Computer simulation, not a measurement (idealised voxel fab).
process module | voxel double patterning
cross-section cut | 225 nm wide | cells 5 nm
A cross-section is a grid of square cells, given in bands from the top down. A band is one or more rows of cells.
Each band's line starts with the height of the band's top and of its bottom, in nm. Then come its materials from left to right, each with its width in nm. One material with "throughout" fills the band from edge to edge. "air" is empty space.
Height 0 is the level under which the wafer as received is all one material. The lowest band goes on downwards, as in "0 down".
A width such as "30 to 40" changes by the same amount from each row of cells to the next, from the band's top row to its bottom row.
"no change" after a step means that no cell of the cross-section changed.
closed voids: empty space of 8 cells or more with no open way to the top, each as width x height at its distance from the left edge, in nm
after a step's settings: what the simulator itself notes on the step
overlay nm, on a step with a mask: how far to the right of its planned place the mask lay; to the left if negative
plan
1 op RECEIVE | material Si
2 op CONFORMAL_DEP | material SiO2 | thk nm 5
3 op DIRECTIONAL_DEP | material W | thk nm 20
4 op DIRECTIONAL_DEP | material SiCN | thk nm 10
5 op DIRECTIONAL_DEP | material aC | thk nm 15
6 op PATTERN | tone open | mask id FIRST | material resist | width nm 15 | pitch nm 50 | thk nm 35 | overlay nm 0
7 op DIRECTIONAL_ETCH | etch materials aC | depth nm 15
8 op STRIP | etch materials resist
9 op DIRECTIONAL_ETCH | etch materials SiCN | depth nm 10
10 op STRIP | etch materials aC
11 op DIRECTIONAL_DEP | material aC | thk nm 10
12 op PATTERN | tone open | mask id SECOND | material resist | width nm 15 | thk nm 25 | overlay nm 0
13 op DIRECTIONAL_ETCH | etch materials aC | depth nm 10
14 op STRIP | etch materials resist
15 op DIRECTIONAL_ETCH | etch materials SiCN | depth nm 10
16 op STRIP | etch materials aC
17 op DIRECTIONAL_ETCH | etch materials W | depth nm 20
18 op STRIP | etch materials SiCN
varied across the wafers: width nm of step 12. The plan shows the first wafer's value. All wafers start alike
first wafer as received, after step 1
  0 down: Si throughout
  closed voids: none
each wafer at the end: cells of each material gained (+) or lost (-) since it was received, then its closed voids
width nm 15 | +45 SiO2 | +144 W | closed voids: none
width nm 20 | +45 SiO2 | +140 W | closed voids: none
width nm 25 | +45 SiO2 | +136 W | closed voids: none
width nm 30 | +45 SiO2 | +132 W | closed voids: none
